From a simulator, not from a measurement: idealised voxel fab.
process module | voxel gate over fins
cross-section cut | 295 nm wide | cells 5 nm
A cross-section is a grid of square cells, given in bands from the top down. A band is one or more rows of cells.
Each band's line starts with the height of the band's top and of its bottom, in nm. Then come its materials from left to right, each with its width in nm. One material with "throughout" fills the band from edge to edge. "air" is empty space.
Height 0 is the level under which the wafer as received is all one material. The lowest band goes on downwards, as in "0 down".
A width such as "30 to 40" changes by the same amount from each row of cells to the next, from the band's top row to its bottom row.
"no change" after a step means that no cell of the cross-section changed.
closed voids: empty space of 8 cells or more with no open way to the top, each as width x height at its distance from the left edge, in nm
after a step's settings: what the simulator itself notes on the step
overlay nm, on a step with a mask: how far to the right of its planned place the mask lay; to the left if negative
Each pair below shows a cross-section before one step and the cross-section after it, down to the lowest band that changed. The line under each pair gives the step between them, with its settings. The pairs can come from different runs of this module on the same starting wafer, so a pair continues from the pair above only where its "before" says so.
before
  0 down: Si throughout
  closed voids: none
after
  5 to 0: SiN throughout
  below 0: unchanged
  closed voids: none
the step between: op CONFORMAL_DEP | material SiN | thk nm 5
before: the cross-section after the pair above
after
  5 to 0: air 80 | SiN 15 | air 25 | SiN 15 | air 25 | SiN 15 | air 25 | SiN 15 | air 80
  below 0: unchanged
  closed voids: none
the step between: op MASKED_ETCH | tone cover | mask id FINS | width nm 15 | pitch nm 40 | etch materials SiN | depth nm 5 | overlay nm 0
before: the cross-section after the pair above
after
  5 to 0: air 80 | SiN 15 | air 25 | SiN 15 | air 25 | SiN 15 | air 25 | SiN 15 | air 80
  0 to -30: air 80 | Si 15 | air 25 | Si 15 | air 25 | Si 15 | air 25 | Si 15 | air 80
  below -30: unchanged
  closed voids: none
the step between: op MASKED_ETCH | tone cover | mask id FINS | width nm 15 | pitch nm 40 | etch materials Si | depth nm 30 | overlay nm 0
before: the cross-section after the pair above
after
  10 to 5: SiO2 throughout
  5 to 0: SiO2 80 | SiN 15 | SiO2 25 | SiN 15 | SiO2 25 | SiN 15 | SiO2 25 | SiN 15 | SiO2 80
  0 to -30: SiO2 80 | Si 15 | SiO2 25 | Si 15 | SiO2 25 | Si 15 | SiO2 25 | Si 15 | SiO2 80
  below -30: unchanged
  closed voids: none
the step between: op FILL_DEP | material SiO2 | thk nm 5
before: the cross-section after the pair above
after
  5 to 0: SiO2 80 | SiN 15 | SiO2 25 | SiN 15 | SiO2 25 | SiN 15 | SiO2 25 | SiN 15 | SiO2 80
  below 0: unchanged
  closed voids: none
the step between: op CMP | height nm 5
before: the cross-section after the pair above
after
  5 to 0: air 80 | SiN 15 | air 25 | SiN 15 | air 25 | SiN 15 | air 25 | SiN 15 | air 80
  0 to -15: air 80 | Si 15 | air 25 | Si 15 | air 25 | Si 15 | air 25 | Si 15 | air 80
  below -15: unchanged
  closed voids: none
the step between: op SELECTIVE_ETCH | etch materials SiO2 | depth nm 20
before: the cross-section after the pair above
after
  0 to -15: air 80 | Si 15 | air 25 | Si 15 | air 25 | Si 15 | air 25 | Si 15 | air 80
  below -15: unchanged
  closed voids: none
the step between: op STRIP | etch materials SiN
before: the cross-section after the pair above
after
  5 to 0: air 75 | HfO2 25 | air 15 | HfO2 25 | air 15 | HfO2 25 | air 15 | HfO2 25 | air 75
  0 to -10: air 75 | HfO2 5 | Si 15 | HfO2 5 | air 15 | HfO2 5 | Si 15 | HfO2 5 | air 15 | HfO2 5 | Si 15 | HfO2 5 | air 15 | HfO2 5 | Si 15 | HfO2 5 | air 75
  -10 to -15: HfO2 80 | Si 15 | HfO2 25 | Si 15 | HfO2 25 | Si 15 | HfO2 25 | Si 15 | HfO2 80
  below -15: unchanged
  closed voids: none
the step between: op CONFORMAL_DEP | material HfO2 | thk nm 5
before: the cross-section after the pair above
after
  10 to 5: air 70 | TiN 35 | air 5 | TiN 35 | air 5 | TiN 35 | air 5 | TiN 35 | air 70
  5 to 0: air 70 | TiN 5 | HfO2 25 | TiN 5 | air 5 | TiN 5 | HfO2 25 | TiN 5 | air 5 | TiN 5 | HfO2 25 | TiN 5 | air 5 | TiN 5 | HfO2 25 | TiN 5 | air 70
  0 to -5: air 70 | TiN 5 | HfO2 5 | Si 15 | HfO2 5 | TiN 5 | air 5 | TiN 5 | HfO2 5 | Si 15 | HfO2 5 | TiN 5 | air 5 | TiN 5 | HfO2 5 | Si 15 | HfO2 5 | TiN 5 | air 5 | TiN 5 | HfO2 5 | Si 15 | HfO2 5 | TiN 5 | air 70
  -5 to -10: TiN 75 | HfO2 5 | Si 15 | HfO2 5 | TiN 15 | HfO2 5 | Si 15 | HfO2 5 | TiN 15 | HfO2 5 | Si 15 | HfO2 5 | TiN 15 | HfO2 5 | Si 15 | HfO2 5 | TiN 75
  below -10: unchanged
  closed voids: none
the step between: op CONFORMAL_DEP | material TiN | thk nm 5
before: the cross-section after the pair above
after
  15 to 10: air 65 | TiAl 165 | air 65
  10 to 5: air 65 | TiAl 5 | TiN 35 | TiAl 5 | TiN 35 | TiAl 5 | TiN 35 | TiAl 5 | TiN 35 | TiAl 5 | air 65
  5 to 0: air 65 | TiAl 5 | TiN 5 | HfO2 25 | TiN 5 | TiAl 5 | TiN 5 | HfO2 25 | TiN 5 | TiAl 5 | TiN 5 | HfO2 25 | TiN 5 | TiAl 5 | TiN 5 | HfO2 25 | TiN 5 | TiAl 5 | air 65
  0 to -5: TiAl 70 | TiN 5 | HfO2 5 | Si 15 | HfO2 5 | TiN 5 | TiAl 5 | TiN 5 | HfO2 5 | Si 15 | HfO2 5 | TiN 5 | TiAl 5 | TiN 5 | HfO2 5 | Si 15 | HfO2 5 | TiN 5 | TiAl 5 | TiN 5 | HfO2 5 | Si 15 | HfO2 5 | TiN 5 | TiAl 70
  below -5: unchanged
  closed voids: none
the step between: op CONFORMAL_DEP | material TiAl | thk nm 5
before: the cross-section after the pair above
after
  20 to 15: air 60 | TiN 175 | air 60
  15 to 10: air 60 | TiN 5 | TiAl 165 | TiN 5 | air 60
  10 to 5: air 60 | TiN 5 | TiAl 5 | TiN 35 | TiAl 5 | TiN 35 | TiAl 5 | TiN 35 | TiAl 5 | TiN 35 | TiAl 5 | TiN 5 | air 60
  5 to 0: TiN 65 | TiAl 5 | TiN 5 | HfO2 25 | TiN 5 | TiAl 5 | TiN 5 | HfO2 25 | TiN 5 | TiAl 5 | TiN 5 | HfO2 25 | TiN 5 | TiAl 5 | TiN 5 | HfO2 25 | TiN 5 | TiAl 5 | TiN 65
  below 0: unchanged
  closed voids: none
the step between: op CONFORMAL_DEP | material TiN | thk nm 5
before: the cross-section after the pair above
after
  35 to 20: W throughout
  20 to 15: W 60 | TiN 175 | W 60
  15 to 10: W 60 | TiN 5 | TiAl 165 | TiN 5 | W 60
  10 to 5: W 60 | TiN 5 | TiAl 5 | TiN 35 | TiAl 5 | TiN 35 | TiAl 5 | TiN 35 | TiAl 5 | TiN 35 | TiAl 5 | TiN 5 | W 60
  below 5: unchanged
  closed voids: none
the step between: op FILL_DEP | material W | thk nm 15
before: the cross-section after the pair above
after
  30 to 20: W throughout
  below 20: unchanged
  closed voids: none
the step between: op CMP | height nm 30
before: the cross-section after the pair above
after
  35 to 30: SiN throughout
  below 30: unchanged
  closed voids: none
the step between: op CONFORMAL_DEP | material SiN | thk nm 5
before
  5 to 0: air 75 | HfO2 25 | air 15 | HfO2 25 | air 15 | HfO2 25 | air 15 | HfO2 25 | air 75
  0 to -10: air 75 | HfO2 5 | Si 15 | HfO2 5 | air 15 | HfO2 5 | Si 15 | HfO2 5 | air 15 | HfO2 5 | Si 15 | HfO2 5 | air 15 | HfO2 5 | Si 15 | HfO2 5 | air 75
  -10 to -15: HfO2 80 | Si 15 | HfO2 25 | Si 15 | HfO2 25 | Si 15 | HfO2 25 | Si 15 | HfO2 80
  -15 to -30: SiO2 80 | Si 15 | SiO2 25 | Si 15 | SiO2 25 | Si 15 | SiO2 25 | Si 15 | SiO2 80
  -30 down: Si throughout
  closed voids: none
after
  10 to 5: air 70 | TiAl 35 | air 5 | TiAl 35 | air 5 | TiAl 35 | air 5 | TiAl 35 | air 70
  5 to 0: air 70 | TiAl 5 | HfO2 25 | TiAl 5 | air 5 | TiAl 5 | HfO2 25 | TiAl 5 | air 5 | TiAl 5 | HfO2 25 | TiAl 5 | air 5 | TiAl 5 | HfO2 25 | TiAl 5 | air 70
  0 to -5: air 70 | TiAl 5 | HfO2 5 | Si 15 | HfO2 5 | TiAl 5 | air 5 | TiAl 5 | HfO2 5 | Si 15 | HfO2 5 | TiAl 5 | air 5 | TiAl 5 | HfO2 5 | Si 15 | HfO2 5 | TiAl 5 | air 5 | TiAl 5 | HfO2 5 | Si 15 | HfO2 5 | TiAl 5 | air 70
  -5 to -10: TiAl 75 | HfO2 5 | Si 15 | HfO2 5 | TiAl 15 | HfO2 5 | Si 15 | HfO2 5 | TiAl 15 | HfO2 5 | Si 15 | HfO2 5 | TiAl 15 | HfO2 5 | Si 15 | HfO2 5 | TiAl 75
  below -10: unchanged
  closed voids: none
the step between: op CONFORMAL_DEP | material TiAl | thk nm 5
before: the cross-section after the pair above
after
  15 to 10: air 65 | TiN 165 | air 65
  10 to 5: air 65 | TiN 5 | TiAl 35 | TiN 5 | TiAl 35 | TiN 5 | TiAl 35 | TiN 5 | TiAl 35 | TiN 5 | air 65
  5 to 0: air 65 | TiN 5 | TiAl 5 | HfO2 25 | TiAl 5 | TiN 5 | TiAl 5 | HfO2 25 | TiAl 5 | TiN 5 | TiAl 5 | HfO2 25 | TiAl 5 | TiN 5 | TiAl 5 | HfO2 25 | TiAl 5 | TiN 5 | air 65
  0 to -5: TiN 70 | TiAl 5 | HfO2 5 | Si 15 | HfO2 5 | TiAl 5 | TiN 5 | TiAl 5 | HfO2 5 | Si 15 | HfO2 5 | TiAl 5 | TiN 5 | TiAl 5 | HfO2 5 | Si 15 | HfO2 5 | TiAl 5 | TiN 5 | TiAl 5 | HfO2 5 | Si 15 | HfO2 5 | TiAl 5 | TiN 70
  below -5: unchanged
  closed voids: none
the step between: op CONFORMAL_DEP | material TiN | thk nm 5
before: the cross-section after the pair above
after
  30 to 15: W throughout
  15 to 10: W 65 | TiN 165 | W 65
  10 to 5: W 65 | TiN 5 | TiAl 35 | TiN 5 | TiAl 35 | TiN 5 | TiAl 35 | TiN 5 | TiAl 35 | TiN 5 | W 65
  5 to 0: W 65 | TiN 5 | TiAl 5 | HfO2 25 | TiAl 5 | TiN 5 | TiAl 5 | HfO2 25 | TiAl 5 | TiN 5 | TiAl 5 | HfO2 25 | TiAl 5 | TiN 5 | TiAl 5 | HfO2 25 | TiAl 5 | TiN 5 | W 65
  below 0: unchanged
  closed voids: none
the step between: op FILL_DEP | material W | thk nm 15
before: the cross-section after the pair above
after
  35 to 30: SiN throughout
  below 30: unchanged
  closed voids: none
the step between: op CONFORMAL_DEP | material SiN | thk nm 5
before
  5 to 0: air 80 | SiN 15 | air 25 | SiN 15 | air 25 | SiN 15 | air 25 | SiN 15 | air 80
  0 to -30: air 80 | Si 15 | air 25 | Si 15 | air 25 | Si 15 | air 25 | Si 15 | air 80
  -30 down: Si throughout
  closed voids: none
after
  5 to 0: air 80 | SiN 15 | air 25 | SiN 15 | air 25 | SiN 15 | air 25 | SiN 15 | air 80
  0 to -60: air 80 | Si 15 | air 25 | Si 15 | air 25 | Si 15 | air 25 | Si 15 | air 80
  below -60: unchanged
  closed voids: none
the step between: op MASKED_ETCH | tone cover | mask id FINS | width nm 15 | pitch nm 40 | etch materials Si | depth nm 30 | overlay nm 0
before: the cross-section after the pair above
after
  10 to 5: SiO2 throughout
  5 to 0: SiO2 80 | SiN 15 | SiO2 25 | SiN 15 | SiO2 25 | SiN 15 | SiO2 25 | SiN 15 | SiO2 80
  0 to -60: SiO2 80 | Si 15 | SiO2 25 | Si 15 | SiO2 25 | Si 15 | SiO2 25 | Si 15 | SiO2 80
  below -60: unchanged
  closed voids: none
the step between: op FILL_DEP | material SiO2 | thk nm 5
before: the cross-section after the pair above
after
  5 to 0: SiO2 80 | SiN 15 | SiO2 25 | SiN 15 | SiO2 25 | SiN 15 | SiO2 25 | SiN 15 | SiO2 80
  below 0: unchanged
  closed voids: none
the step between: op CMP | height nm 5
before: the cross-section after the pair above
after
  5 to 0: air 80 | SiN 15 | air 25 | SiN 15 | air 25 | SiN 15 | air 25 | SiN 15 | air 80
  0 to -15: air 80 | Si 15 | air 25 | Si 15 | air 25 | Si 15 | air 25 | Si 15 | air 80
  below -15: unchanged
  closed voids: none
the step between: op SELECTIVE_ETCH | etch materials SiO2 | depth nm 20
before: the cross-section after the pair above
after
  0 to -15: air 80 | Si 15 | air 25 | Si 15 | air 25 | Si 15 | air 25 | Si 15 | air 80
  below -15: unchanged
  closed voids: none
the step between: op STRIP | etch materials SiN
before: the cross-section after the pair above
after
  5 to 0: air 75 | HfO2 25 | air 15 | HfO2 25 | air 15 | HfO2 25 | air 15 | HfO2 25 | air 75
  0 to -10: air 75 | HfO2 5 | Si 15 | HfO2 5 | air 15 | HfO2 5 | Si 15 | HfO2 5 | air 15 | HfO2 5 | Si 15 | HfO2 5 | air 15 | HfO2 5 | Si 15 | HfO2 5 | air 75
  -10 to -15: HfO2 80 | Si 15 | HfO2 25 | Si 15 | HfO2 25 | Si 15 | HfO2 25 | Si 15 | HfO2 80
  below -15: unchanged
  closed voids: none
the step between: op CONFORMAL_DEP | material HfO2 | thk nm 5
before: the cross-section after the pair above
after
  10 to 5: air 70 | TiN 35 | air 5 | TiN 35 | air 5 | TiN 35 | air 5 | TiN 35 | air 70
  5 to 0: air 70 | TiN 5 | HfO2 25 | TiN 5 | air 5 | TiN 5 | HfO2 25 | TiN 5 | air 5 | TiN 5 | HfO2 25 | TiN 5 | air 5 | TiN 5 | HfO2 25 | TiN 5 | air 70
  0 to -5: air 70 | TiN 5 | HfO2 5 | Si 15 | HfO2 5 | TiN 5 | air 5 | TiN 5 | HfO2 5 | Si 15 | HfO2 5 | TiN 5 | air 5 | TiN 5 | HfO2 5 | Si 15 | HfO2 5 | TiN 5 | air 5 | TiN 5 | HfO2 5 | Si 15 | HfO2 5 | TiN 5 | air 70
  -5 to -10: TiN 75 | HfO2 5 | Si 15 | HfO2 5 | TiN 15 | HfO2 5 | Si 15 | HfO2 5 | TiN 15 | HfO2 5 | Si 15 | HfO2 5 | TiN 15 | HfO2 5 | Si 15 | HfO2 5 | TiN 75
  below -10: unchanged
  closed voids: none
the step between: op CONFORMAL_DEP | material TiN | thk nm 5
before: the cross-section after the pair above
after
  15 to 10: air 65 | TiAl 165 | air 65
  10 to 5: air 65 | TiAl 5 | TiN 35 | TiAl 5 | TiN 35 | TiAl 5 | TiN 35 | TiAl 5 | TiN 35 | TiAl 5 | air 65
  5 to 0: air 65 | TiAl 5 | TiN 5 | HfO2 25 | TiN 5 | TiAl 5 | TiN 5 | HfO2 25 | TiN 5 | TiAl 5 | TiN 5 | HfO2 25 | TiN 5 | TiAl 5 | TiN 5 | HfO2 25 | TiN 5 | TiAl 5 | air 65
  0 to -5: TiAl 70 | TiN 5 | HfO2 5 | Si 15 | HfO2 5 | TiN 5 | TiAl 5 | TiN 5 | HfO2 5 | Si 15 | HfO2 5 | TiN 5 | TiAl 5 | TiN 5 | HfO2 5 | Si 15 | HfO2 5 | TiN 5 | TiAl 5 | TiN 5 | HfO2 5 | Si 15 | HfO2 5 | TiN 5 | TiAl 70
  below -5: unchanged
  closed voids: none
the step between: op CONFORMAL_DEP | material TiAl | thk nm 5
before: the cross-section after the pair above
after
  20 to 15: air 60 | TiN 175 | air 60
  15 to 10: air 60 | TiN 5 | TiAl 165 | TiN 5 | air 60
  10 to 5: air 60 | TiN 5 | TiAl 5 | TiN 35 | TiAl 5 | TiN 35 | TiAl 5 | TiN 35 | TiAl 5 | TiN 35 | TiAl 5 | TiN 5 | air 60
  5 to 0: TiN 65 | TiAl 5 | TiN 5 | HfO2 25 | TiN 5 | TiAl 5 | TiN 5 | HfO2 25 | TiN 5 | TiAl 5 | TiN 5 | HfO2 25 | TiN 5 | TiAl 5 | TiN 5 | HfO2 25 | TiN 5 | TiAl 5 | TiN 65
  below 0: unchanged
  closed voids: none
the step between: op CONFORMAL_DEP | material TiN | thk nm 5
before: the cross-section after the pair above
after
  35 to 20: W throughout
  20 to 15: W 60 | TiN 175 | W 60
  15 to 10: W 60 | TiN 5 | TiAl 165 | TiN 5 | W 60
  10 to 5: W 60 | TiN 5 | TiAl 5 | TiN 35 | TiAl 5 | TiN 35 | TiAl 5 | TiN 35 | TiAl 5 | TiN 35 | TiAl 5 | TiN 5 | W 60
  below 5: unchanged
  closed voids: none
the step between: op FILL_DEP | material W | thk nm 15
before: the cross-section after the pair above
after
  30 to 20: W throughout
  below 20: unchanged
  closed voids: none
the step between: op CMP | height nm 30
before: the cross-section after the pair above
after
  35 to 30: SiN throughout
  below 30: unchanged
  closed voids: none
the step between: op CONFORMAL_DEP | material SiN | thk nm 5
before
  10 to 5: air 70 | TiN 35 | air 5 | TiN 35 | air 5 | TiN 35 | air 5 | TiN 35 | air 70
  5 to 0: air 70 | TiN 5 | HfO2 25 | TiN 5 | air 5 | TiN 5 | HfO2 25 | TiN 5 | air 5 | TiN 5 | HfO2 25 | TiN 5 | air 5 | TiN 5 | HfO2 25 | TiN 5 | air 70
  0 to -5: air 70 | TiN 5 | HfO2 5 | Si 15 | HfO2 5 | TiN 5 | air 5 | TiN 5 | HfO2 5 | Si 15 | HfO2 5 | TiN 5 | air 5 | TiN 5 | HfO2 5 | Si 15 | HfO2 5 | TiN 5 | air 5 | TiN 5 | HfO2 5 | Si 15 | HfO2 5 | TiN 5 | air 70
  -5 to -10: TiN 75 | HfO2 5 | Si 15 | HfO2 5 | TiN 15 | HfO2 5 | Si 15 | HfO2 5 | TiN 15 | HfO2 5 | Si 15 | HfO2 5 | TiN 15 | HfO2 5 | Si 15 | HfO2 5 | TiN 75
  -10 to -15: HfO2 80 | Si 15 | HfO2 25 | Si 15 | HfO2 25 | Si 15 | HfO2 25 | Si 15 | HfO2 80
  -15 to -30: SiO2 80 | Si 15 | SiO2 25 | Si 15 | SiO2 25 | Si 15 | SiO2 25 | Si 15 | SiO2 80
  -30 down: Si throughout
  closed voids: none
after
  15 to 5: air 65 | TiN 165 | air 65
  5 to 0: air 65 | TiN 10 | HfO2 25 | TiN 15 | HfO2 25 | TiN 15 | HfO2 25 | TiN 15 | HfO2 25 | TiN 10 | air 65
  0 to -10: TiN 75 | HfO2 5 | Si 15 | HfO2 5 | TiN 15 | HfO2 5 | Si 15 | HfO2 5 | TiN 15 | HfO2 5 | Si 15 | HfO2 5 | TiN 15 | HfO2 5 | Si 15 | HfO2 5 | TiN 75
  below -10: unchanged
  closed voids: none
the step between: op CONFORMAL_DEP | material TiN | thk nm 5
before: the cross-section after the pair above
after
  20 to 15: air 60 | TiAl 175 | air 60
  15 to 5: air 60 | TiAl 5 | TiN 165 | TiAl 5 | air 60
  5 to 0: TiAl 65 | TiN 10 | HfO2 25 | TiN 15 | HfO2 25 | TiN 15 | HfO2 25 | TiN 15 | HfO2 25 | TiN 10 | TiAl 65
  below 0: unchanged
  closed voids: none
the step between: op CONFORMAL_DEP | material TiAl | thk nm 5
before: the cross-section after the pair above
after
  35 to 20: W throughout
  20 to 15: W 60 | TiAl 175 | W 60
  15 to 5: W 60 | TiAl 5 | TiN 165 | TiAl 5 | W 60
  below 5: unchanged
  closed voids: none
the step between: op FILL_DEP | material W | thk nm 15
before: the cross-section after the pair above
after
  30 to 20: W throughout
  below 20: unchanged
  closed voids: none
the step between: op CMP | height nm 30
before: the cross-section after the pair above
after
  35 to 30: SiN throughout
  below 30: unchanged
  closed voids: none
the step between: op CONFORMAL_DEP | material SiN | thk nm 5
before
  0 to -15: air 80 | Si 15 | air 25 | Si 15 | air 25 | Si 15 | air 25 | Si 15 | air 80
  -15 to -30: SiO2 80 | Si 15 | SiO2 25 | Si 15 | SiO2 25 | Si 15 | SiO2 25 | Si 15 | SiO2 80
  -30 down: Si throughout
  closed voids: none
after
  15 to 0: air 65 | HfO2 165 | air 65
  0 to -15: HfO2 80 | Si 15 | HfO2 25 | Si 15 | HfO2 25 | Si 15 | HfO2 25 | Si 15 | HfO2 80
  below -15: unchanged
  closed voids: none
the step between: op CONFORMAL_DEP | material HfO2 | thk nm 15
before: the cross-section after the pair above
after
  20 to 15: air 60 | TiN 175 | air 60
  15 to 5: air 60 | TiN 5 | HfO2 165 | TiN 5 | air 60
  5 to 0: TiN 65 | HfO2 165 | TiN 65
  below 0: unchanged
  closed voids: none
the step between: op CONFORMAL_DEP | material TiN | thk nm 5
before: the cross-section after the pair above
after
  25 to 20: air 55 | TiAl 185 | air 55
  20 to 15: air 55 | TiAl 5 | TiN 175 | TiAl 5 | air 55
  15 to 10: air 55 | TiAl 5 | TiN 5 | HfO2 165 | TiN 5 | TiAl 5 | air 55
  10 to 5: TiAl 60 | TiN 5 | HfO2 165 | TiN 5 | TiAl 60
  below 5: unchanged
  closed voids: none
the step between: op CONFORMAL_DEP | material TiAl | thk nm 5
before: the cross-section after the pair above
after
  30 to 25: air 50 | TiN 195 | air 50
  25 to 20: air 50 | TiN 5 | TiAl 185 | TiN 5 | air 50
  20 to 15: air 50 | TiN 5 | TiAl 5 | TiN 175 | TiAl 5 | TiN 5 | air 50
  15 to 10: TiN 55 | TiAl 5 | TiN 5 | HfO2 165 | TiN 5 | TiAl 5 | TiN 55
  below 10: unchanged
  closed voids: none
the step between: op CONFORMAL_DEP | material TiN | thk nm 5
before: the cross-section after the pair above
after
  45 to 30: W throughout
  30 to 25: W 50 | TiN 195 | W 50
  25 to 20: W 50 | TiN 5 | TiAl 185 | TiN 5 | W 50
  20 to 15: W 50 | TiN 5 | TiAl 5 | TiN 175 | TiAl 5 | TiN 5 | W 50
  below 15: unchanged
  closed voids: none
the step between: op FILL_DEP | material W | thk nm 15
before: the cross-section after the pair above
after
  30 to 25: W 50 | TiN 195 | W 50
  below 25: unchanged
  closed voids: none
the step between: op CMP | height nm 30
before: the cross-section after the pair above
after
  35 to 30: SiN throughout
  below 30: unchanged
  closed voids: none
the step between: op CONFORMAL_DEP | material SiN | thk nm 5
before
  20 to 15: air 60 | TiN 175 | air 60
  15 to 10: air 60 | TiN 5 | TiAl 165 | TiN 5 | air 60
  10 to 5: air 60 | TiN 5 | TiAl 5 | TiN 35 | TiAl 5 | TiN 35 | TiAl 5 | TiN 35 | TiAl 5 | TiN 35 | TiAl 5 | TiN 5 | air 60
  5 to 0: TiN 65 | TiAl 5 | TiN 5 | HfO2 25 | TiN 5 | TiAl 5 | TiN 5 | HfO2 25 | TiN 5 | TiAl 5 | TiN 5 | HfO2 25 | TiN 5 | TiAl 5 | TiN 5 | HfO2 25 | TiN 5 | TiAl 5 | TiN 65
  0 to -5: TiAl 70 | TiN 5 | HfO2 5 | Si 15 | HfO2 5 | TiN 5 | TiAl 5 | TiN 5 | HfO2 5 | Si 15 | HfO2 5 | TiN 5 | TiAl 5 | TiN 5 | HfO2 5 | Si 15 | HfO2 5 | TiN 5 | TiAl 5 | TiN 5 | HfO2 5 | Si 15 | HfO2 5 | TiN 5 | TiAl 70
  -5 to -10: TiN 75 | HfO2 5 | Si 15 | HfO2 5 | TiN 15 | HfO2 5 | Si 15 | HfO2 5 | TiN 15 | HfO2 5 | Si 15 | HfO2 5 | TiN 15 | HfO2 5 | Si 15 | HfO2 5 | TiN 75
  -10 to -15: HfO2 80 | Si 15 | HfO2 25 | Si 15 | HfO2 25 | Si 15 | HfO2 25 | Si 15 | HfO2 80
  -15 to -30: SiO2 80 | Si 15 | SiO2 25 | Si 15 | SiO2 25 | Si 15 | SiO2 25 | Si 15 | SiO2 80
  -30 down: Si throughout
  closed voids: none
after
  35 to 20: TiAl throughout
  20 to 15: TiAl 60 | TiN 175 | TiAl 60
  15 to 10: TiAl 60 | TiN 5 | TiAl 165 | TiN 5 | TiAl 60
  10 to 5: TiAl 60 | TiN 5 | TiAl 5 | TiN 35 | TiAl 5 | TiN 35 | TiAl 5 | TiN 35 | TiAl 5 | TiN 35 | TiAl 5 | TiN 5 | TiAl 60
  below 5: unchanged
  closed voids: none
the step between: op FILL_DEP | material TiAl | thk nm 15
before: the cross-section after the pair above
after
  30 to 20: TiAl throughout
  below 20: unchanged
  closed voids: none
the step between: op CMP | height nm 30
before: the cross-section after the pair above
after
  35 to 30: SiN throughout
  below 30: unchanged
  closed voids: none
the step between: op CONFORMAL_DEP | material SiN | thk nm 5
